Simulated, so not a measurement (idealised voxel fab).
The process module that follows is named voxel quadruple lines.
225 nm wide, 5 nm square cells: that's cross-section cut.
Cross-section layout: square cells on a grid; listed as bands, top to bottom; a band spans one or more cell rows.
Band: top height; bottom height; in nm. Then, left to right: material with width in nm, for each material. "throughout": a single material spanning edge to edge. "empty": empty space.
A quick word on heights: they are counted from 0, and under that level the wafer as it came to us is one material throughout. The lowest band is different from the rest in having no bottom; it simply continues downward, written as in "0 down".
Graded width ("30->40"): value in top row of band = first number; value in bottom row = second number; row-to-row change constant.
The designation "nothing was modified", where it is given for a processing step, indicates that no cell of the cross-section was altered in the course of that step.
"Sealed void listing" lists enclosed empty spaces (at least 8 cells, no open path upward to the top), each as width x height at distance from the left edge, in nm.
If you see something after the settings on a step's line, that's the simulator's own remark about that step.
On any step carrying a mask, the "overlay nm" setting, if present on the step's line, tells how far right of its planned place the mask lay; negative values point to the left.

### The steps planned for the process are as follows
1,RECEIVE | material Si
2,CONFORMAL_DEP | material SiO2 | thk nm 5
3,DIRECTIONAL_DEP | material W | thk nm 10
4,DIRECTIONAL_DEP | material polySi | thk nm 15
5,DIRECTIONAL_DEP | material aC | thk nm 20
6,PATTERN | tone cover | mask id MANDREL | material resist | width nm 20 | thk nm 30 | overlay nm 0
7,DIRECTIONAL_ETCH | etch materials aC | depth nm 20
8,STRIP | etch materials resist
9,CONFORMAL_DEP | material SiO2 | thk nm 10
10,DIRECTIONAL_ETCH | etch materials SiO2 | depth nm 10
11,STRIP | etch materials aC
12,DIRECTIONAL_ETCH | etch materials polySi | depth nm 15
13,STRIP | etch materials SiO2
14,CONFORMAL_DEP | material SiCN | thk nm 5
15,DIRECTIONAL_ETCH | etch materials SiCN | depth nm 5
16,STRIP | etch materials polySi
17,DIRECTIONAL_ETCH | etch materials W | depth nm 10
18,STRIP | etch materials SiCN
19,FILL_DEP | material SiO2 | thk nm 10
20,CMP | height nm 15
Every wafer here starts from the same state; it is the step 15 depth nm that distinguishes them, and the value the plan gives belongs to the first wafer.

### Step 1 complete: as-received cross-section of the first of several wafers
* 0 down: Si throughout
* Sealed void listing: none

### Below: a row per wafer. Contents at end of module: for every material, cells gained since receipt (+) or lost since receipt (-); then closed voids
depth nm 5, +127 SiO2, +8 W, Sealed void listing: none
depth nm 10, +127 SiO2, +8 W, Sealed void listing: none
depth nm 15, +127 SiO2, +8 W, Sealed void listing: none
depth nm 20, +135 SiO2, Sealed void listing: none
